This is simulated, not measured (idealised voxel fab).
The document below concerns the process module designated voxel wiring stack.
Each square cell in cross-section cut measures 5 nm, and the section as a whole is 225 nm wide.
A cross-section is written here as square cells arranged in a grid, and it is given in bands from the top down, each band taking up one or more rows of cells.
First you get the band's top height and its bottom height, in nm, and then the materials it's made of, left to right, with each width in nm. If you see a single material with "full width", that one covers the band edge to edge. "air" is empty space.
Height is counted from the level 0, under which the received wafer is composed throughout of one material. The lowest of the bands is not closed at the bottom but continues downward, in the notation "top 0, no bottom".
A width given as "30->40" starts at the first number in the band's top row and ends at the second number in its bottom row, shifting by an equal amount at every step from row to row.
No cell of the cross-section changed in a step that is given as "changes: none".
The entry titled "Cavities, sealed" provides the empty spaces that have no open way to the top, restricted to those of 8 cells or more. Each is presented as width x height at distance, the distance being measured from the left edge, with all three in nm.
On a step's line, text after the settings is the simulator commenting on that step.
Steps that use a mask can have "overlay nm" on their line. It says how far the mask sat to the right of where it was meant to be. Negative means to the left.
-- Intended process steps
step 1: RECEIVE | material Si
step 2: CONFORMAL_DEP | material SiO2 | thk nm 15
step 3: DIRECTIONAL_DEP | material TiN | thk nm 5
step 4: DIRECTIONAL_DEP | material Ru | thk nm 25
step 5: PATTERN | tone cover | mask id METAL_1 | material resist | width nm 25 | pitch nm 40 | thk nm 20 | overlay nm 0
step 6: DIRECTIONAL_ETCH | etch materials Ru | depth nm 25
step 7: DIRECTIONAL_ETCH | etch materials TiN | depth nm 5
step 8: STRIP | etch materials resist
step 9: FILL_DEP | material SiO2 | thk nm 5
step 10: CMP | height nm 45
step 11: CONFORMAL_DEP | material SiCN | thk nm 5
step 12: DIRECTIONAL_DEP | material SiO2 | thk nm 30
step 13: PATTERN | tone open | mask id METAL_2_HOLES | material resist | width nm 15 | pitch nm 40 | thk nm 15 | overlay nm 0
step 14: DIRECTIONAL_ETCH | etch materials SiO2 | depth nm 30
step 15: STRIP | etch materials resist
step 16: DIRECTIONAL_DEP | material aC | thk nm 15
step 17: PATTERN | tone open | mask id METAL_2 | material resist | width nm 25 | pitch nm 40 | thk nm 35 | overlay nm 0
step 18: DIRECTIONAL_ETCH | etch materials aC | depth nm 15
step 19: STRIP | etch materials resist
step 20: DIRECTIONAL_ETCH | etch materials SiO2 | depth nm 20
step 21: DIRECTIONAL_ETCH | etch materials SiCN | depth nm 5
step 22: STRIP | etch materials aC
step 23: CONFORMAL_DEP | material TiN | thk nm 5
step 24: FILL_DEP | material Ru | thk nm 10
step 25: CMP | height nm 80
step 26: CONFORMAL_DEP | material SiCN | thk nm 5
step 27: DIRECTIONAL_DEP | material SiO2 | thk nm 35
step 28: MASKED_ETCH | tone open | mask id METAL_3_HOLES | width nm 15 | etch materials SiO2 | depth nm 35 | overlay nm 0
step 29: DIRECTIONAL_DEP | material aC | thk nm 10
step 30: PATTERN | tone open | mask id METAL_3 | material resist | width nm 25 | pitch nm 40 | thk nm 25 | overlay nm 0
step 31: DIRECTIONAL_ETCH | etch materials aC | depth nm 10
step 32: STRIP | etch materials resist
step 33: DIRECTIONAL_ETCH | etch materials SiO2 | depth nm 20
step 34: DIRECTIONAL_ETCH | etch materials SiCN | depth nm 5
step 35: STRIP | etch materials aC
step 36: CONFORMAL_DEP | material TiN | thk nm 5
step 37: FILL_DEP | material Cu | thk nm 10
step 38: CMP | height nm 120
step 39: CONFORMAL_DEP | material SiCN | thk nm 5
step 40: DIRECTIONAL_DEP | material SiO2 | thk nm 25
step 41: PATTERN | tone open | mask id METAL_4_HOLES | material resist | width nm 15 | thk nm 15 | overlay nm 0
step 42: DIRECTIONAL_ETCH | etch materials SiO2 | depth nm 25
step 43: STRIP | etch materials resist
step 44: MASKED_ETCH | tone open | mask id METAL_4 | width nm 25 | pitch nm 40 | etch materials SiO2 | depth nm 15 | overlay nm 0
step 45: MASKED_ETCH | tone open | mask id METAL_4 | width nm 25 | pitch nm 40 | etch materials SiCN | depth nm 5 | overlay nm 0
step 46: CONFORMAL_DEP | material TiN | thk nm 5
step 47: FILL_DEP | material Ru | thk nm 10
step 48: CMP | height nm 150
step 49: CONFORMAL_DEP | material SiN | thk nm 5
-- Below: the first of two wafers, run as planned
-- Step 1 complete: cross-section of the wafer as received
top 0, no bottom = Si full width
Cavities, sealed: none
-- Sectional view: wafer, after step 2
top 15, bottom 0 = SiO2 full width
Below 0, no change.
-- Sectional view: wafer, after step 3
top 20, bottom 15 = TiN full width
Below 15, no change.
-- Sectional view: wafer, after step 4
top 45, bottom 20 = Ru full width
Below 20, no change.
-- Sectional view: wafer, after step 5
top 65, bottom 45 = air=80  resist=25  air=15  resist=25  air=80
Below 45, no change.
-- Sectional view: wafer, after step 6
top 65, bottom 45 = air=80  resist=25  air=15  resist=25  air=80
top 45, bottom 20 = air=80  Ru=25  air=15  Ru=25  air=80
Below 20, no change.
-- Sectional view: wafer, after step 7
top 65, bottom 45 = air=80  resist=25  air=15  resist=25  air=80
top 45, bottom 20 = air=80  Ru=25  air=15  Ru=25  air=80
top 20, bottom 15 = air=80  TiN=25  air=15  TiN=25  air=80
Below 15, no change.
-- Sectional view: wafer, after step 8
top 45, bottom 20 = air=80  Ru=25  air=15  Ru=25  air=80
Below 20, no change.
-- Sectional view: wafer, after step 9
top 50, bottom 45 = SiO2 full width
top 45, bottom 20 = SiO2=80  Ru=25  SiO2=15  Ru=25  SiO2=80
top 20, bottom 15 = SiO2=80  TiN=25  SiO2=15  TiN=25  SiO2=80
Below 15, no change.
-- Sectional view: wafer, after step 10
top 45, bottom 20 = SiO2=80  Ru=25  SiO2=15  Ru=25  SiO2=80
Below 20, no change.
-- Sectional view: wafer, after step 11
top 50, bottom 45 = SiCN full width
Below 45, no change.
-- Sectional view: wafer, after step 12
top 80, bottom 50 = SiO2 full width
Below 50, no change.
-- Sectional view: wafer, after step 13
top 95, bottom 80 = resist=80  air=15  resist=25  air=15  resist=90
Below 80, no change.
-- Sectional view: wafer, after step 14
top 95, bottom 80 = resist=80  air=15  resist=25  air=15  resist=90
top 80, bottom 50 = SiO2=80  air=15  SiO2=25  air=15  SiO2=90
Below 50, no change.
-- Sectional view: wafer, after step 15
top 80, bottom 50 = SiO2=80  air=15  SiO2=25  air=15  SiO2=90
Below 50, no change.
-- Sectional view: wafer, after step 16
top 95, bottom 80 = aC=80  air=15  aC=25  air=15  aC=90
top 80, bottom 65 = SiO2=80  air=15  SiO2=25  air=15  SiO2=90
top 65, bottom 50 = SiO2=80  aC=15  SiO2=25  aC=15  SiO2=90
Below 50, no change.
-- Sectional view: wafer, after step 17
top 130, bottom 95 = resist=80  air=25  resist=15  air=25  resist=80
Below 95, no change.
-- Sectional view: wafer, after step 18
top 115, bottom 95 = resist=80  air=25  resist=15  air=25  resist=80
top 95, bottom 80 = aC=80  air=25  aC=15  air=25  aC=80
top 80, bottom 50 = SiO2=80  air=15  SiO2=25  air=15  SiO2=90
Below 50, no change.
-- Sectional view: wafer, after step 19
top 95, bottom 80 = aC=80  air=25  aC=15  air=25  aC=80
Below 80, no change.
-- Sectional view: wafer, after step 20
top 95, bottom 80 = aC=80  air=25  aC=15  air=25  aC=80
top 80, bottom 60 = SiO2=80  air=25  SiO2=15  air=25  SiO2=80
Below 60, no change.
-- Sectional view: wafer, after step 21
top 95, bottom 80 = aC=80  air=25  aC=15  air=25  aC=80
top 80, bottom 60 = SiO2=80  air=25  SiO2=15  air=25  SiO2=80
top 60, bottom 50 = SiO2=80  air=15  SiO2=25  air=15  SiO2=90
top 50, bottom 45 = SiCN=80  air=15  SiCN=25  air=15  SiCN=90
Below 45, no change.
-- Sectional view: wafer, after step 22
top 80, bottom 60 = SiO2=80  air=25  SiO2=15  air=25  SiO2=80
Below 60, no change.
-- Sectional view: wafer, after step 23
top 85, bottom 80 = TiN=85  air=15  TiN=25  air=15  TiN=85
top 80, bottom 65 = SiO2=80  TiN=5  air=15  TiN=5  SiO2=15  TiN=5  air=15  TiN=5  SiO2=80
top 65, bottom 60 = SiO2=80  TiN=5  air=5  TiN=15  SiO2=15  TiN=5  air=5  TiN=15  SiO2=80
top 60, bottom 50 = SiO2=80  TiN=5  air=5  TiN=5  SiO2=25  TiN=5  air=5  TiN=5  SiO2=90
top 50, bottom 45 = SiCN=80  TiN=15  SiCN=25  TiN=15  SiCN=90
Below 45, no change.
-- Sectional view: wafer, after step 24
top 95, bottom 85 = Ru full width
top 85, bottom 80 = TiN=85  Ru=15  TiN=25  Ru=15  TiN=85
top 80, bottom 65 = SiO2=80  TiN=5  Ru=15  TiN=5  SiO2=15  TiN=5  Ru=15  TiN=5  SiO2=80
top 65, bottom 60 = SiO2=80  TiN=5  Ru=5  TiN=15  SiO2=15  TiN=5  Ru=5  TiN=15  SiO2=80
top 60, bottom 50 = SiO2=80  TiN=5  Ru=5  TiN=5  SiO2=25  TiN=5  Ru=5  TiN=5  SiO2=90
Below 50, no change.
-- Sectional view: wafer, after step 25
top 80, bottom 65 = SiO2=80  TiN=5  Ru=15  TiN=5  SiO2=15  TiN=5  Ru=15  TiN=5  SiO2=80
Below 65, no change.
-- Sectional view: wafer, after step 26
top 85, bottom 80 = SiCN full width
Below 80, no change.
-- Sectional view: wafer, after step 27
top 120, bottom 85 = SiO2 full width
Below 85, no change.
-- Sectional view: wafer, after step 28
top 120, bottom 85 = SiO2=80  air=15  SiO2=130
Below 85, no change.
-- Sectional view: wafer, after step 29
top 130, bottom 120 = aC=80  air=15  aC=130
top 120, bottom 95 = SiO2=80  air=15  SiO2=130
top 95, bottom 85 = SiO2=80  aC=15  SiO2=130
Below 85, no change.
-- Sectional view: wafer, after step 30
top 155, bottom 130 = resist=80  air=25  resist=15  air=25  resist=80
Below 130, no change.
-- Sectional view: wafer, after step 31
top 145, bottom 130 = resist=80  air=25  resist=15  air=25  resist=80
top 130, bottom 120 = aC=80  air=25  aC=15  air=25  aC=80
top 120, bottom 85 = SiO2=80  air=15  SiO2=130
Below 85, no change.
-- Sectional view: wafer, after step 32
top 130, bottom 120 = aC=80  air=25  aC=15  air=25  aC=80
Below 120, no change.
-- Sectional view: wafer, after step 33
top 130, bottom 120 = aC=80  air=25  aC=15  air=25  aC=80
top 120, bottom 100 = SiO2=80  air=25  SiO2=15  air=25  SiO2=80
Below 100, no change.
-- Sectional view: wafer, after step 34
top 130, bottom 120 = aC=80  air=25  aC=15  air=25  aC=80
top 120, bottom 100 = SiO2=80  air=25  SiO2=15  air=25  SiO2=80
top 100, bottom 85 = SiO2=80  air=15  SiO2=130
top 85, bottom 80 = SiCN=80  air=15  SiCN=130
Below 80, no change.
-- Sectional view: wafer, after step 35
top 120, bottom 100 = SiO2=80  air=25  SiO2=15  air=25  SiO2=80
Below 100, no change.
-- Sectional view: wafer, after step 36
top 125, bottom 120 = TiN=85  air=15  TiN=25  air=15  TiN=85
top 120, bottom 105 = SiO2=80  TiN=5  air=15  TiN=5  SiO2=15  TiN=5  air=15  TiN=5  SiO2=80
top 105, bottom 100 = SiO2=80  TiN=5  air=5  TiN=15  SiO2=15  TiN=25  SiO2=80
top 100, bottom 85 = SiO2=80  TiN=5  air=5  TiN=5  SiO2=130
top 85, bottom 80 = SiCN=80  TiN=15  SiCN=130
Below 80, no change.
-- Sectional view: wafer, after step 37
top 135, bottom 125 = Cu full width
top 125, bottom 120 = TiN=85  Cu=15  TiN=25  Cu=15  TiN=85
top 120, bottom 105 = SiO2=80  TiN=5  Cu=15  TiN=5  SiO2=15  TiN=5  Cu=15  TiN=5  SiO2=80
top 105, bottom 100 = SiO2=80  TiN=5  Cu=5  TiN=15  SiO2=15  TiN=25  SiO2=80
top 100, bottom 85 = SiO2=80  TiN=5  Cu=5  TiN=5  SiO2=130
Below 85, no change.
-- Sectional view: wafer, after step 38
top 120, bottom 105 = SiO2=80  TiN=5  Cu=15  TiN=5  SiO2=15  TiN=5  Cu=15  TiN=5  SiO2=80
Below 105, no change.
-- Sectional view: wafer, after step 39
top 125, bottom 120 = SiCN full width
Below 120, no change.
-- Sectional view: wafer, after step 40
top 150, bottom 125 = SiO2 full width
Below 125, no change.
-- Sectional view: wafer, after step 41
top 165, bottom 150 = resist=80  air=15  resist=130
Below 150, no change.
-- Sectional view: wafer, after step 42
top 165, bottom 150 = resist=80  air=15  resist=130
top 150, bottom 125 = SiO2=80  air=15  SiO2=130
Below 125, no change.
-- Sectional view: wafer, after step 43
top 150, bottom 125 = SiO2=80  air=15  SiO2=130
Below 125, no change.
-- Sectional view: wafer, after step 44
top 150, bottom 135 = SiO2=80  air=25  SiO2=15  air=25  SiO2=80
Below 135, no change.
-- Sectional view: wafer, after step 45
top 150, bottom 135 = SiO2=80  air=25  SiO2=15  air=25  SiO2=80
top 135, bottom 125 = SiO2=80  air=15  SiO2=130
top 125, bottom 120 = SiCN=80  air=15  SiCN=130
Below 120, no change.
-- Sectional view: wafer, after step 46
top 155, bottom 150 = TiN=85  air=15  TiN=25  air=15  TiN=85
top 150, bottom 140 = SiO2=80  TiN=5  air=15  TiN=5  SiO2=15  TiN=5  air=15  TiN=5  SiO2=80
top 140, bottom 135 = SiO2=80  TiN=5  air=5  TiN=15  SiO2=15  TiN=25  SiO2=80
top 135, bottom 125 = SiO2=80  TiN=5  air=5  TiN=5  SiO2=130
top 125, bottom 120 = SiCN=80  TiN=15  SiCN=130
Below 120, no change.
-- Sectional view: wafer, after step 47
top 165, bottom 155 = Ru full width
top 155, bottom 150 = TiN=85  Ru=15  TiN=25  Ru=15  TiN=85
top 150, bottom 140 = SiO2=80  TiN=5  Ru=15  TiN=5  SiO2=15  TiN=5  Ru=15  TiN=5  SiO2=80
top 140, bottom 135 = SiO2=80  TiN=5  Ru=5  TiN=15  SiO2=15  TiN=25  SiO2=80
top 135, bottom 125 = SiO2=80  TiN=5  Ru=5  TiN=5  SiO2=130
Below 125, no change.
-- Sectional view: wafer, after step 48
top 150, bottom 140 = SiO2=80  TiN=5  Ru=15  TiN=5  SiO2=15  TiN=5  Ru=15  TiN=5  SiO2=80
Below 140, no change.
-- Sectional view: wafer, after step 49
top 155, bottom 150 = SiN full width
Below 150, no change.
-- Wafer two. Identical start, identical plan. One mistake in execution. Identical history through step 46
-- Cross-section: second wafer, time at which step 47 was scheduled to end
top 165, bottom 155 = Cu full width
top 155, bottom 150 = TiN=85  Cu=15  TiN=25  Cu=15  TiN=85
top 150, bottom 140 = SiO2=80  TiN=5  Cu=15  TiN=5  SiO2=15  TiN=5  Cu=15  TiN=5  SiO2=80
top 140, bottom 135 = SiO2=80  TiN=5  Cu=5  TiN=15  SiO2=15  TiN=25  SiO2=80
top 135, bottom 125 = SiO2=80  TiN=5  Cu=5  TiN=5  SiO2=130
Below 125, no change.
-- Cross-section: second wafer, time at which step 48 was scheduled to end
top 150, bottom 140 = SiO2=80  TiN=5  Cu=15  TiN=5  SiO2=15  TiN=5  Cu=15  TiN=5  SiO2=80
Below 140, no change.
-- Cross-section: second wafer, time at which step 49 was scheduled to end
top 155, bottom 150 = SiN full width
Below 150, no change.
Plan not followed: step 47 changed vs plan, executed as FILL_DEP | material Cu | thk nm 10
The final cell counts differ between the wafers, with the second having more or fewer of some materials than the first: Cu +15 | Ru -15
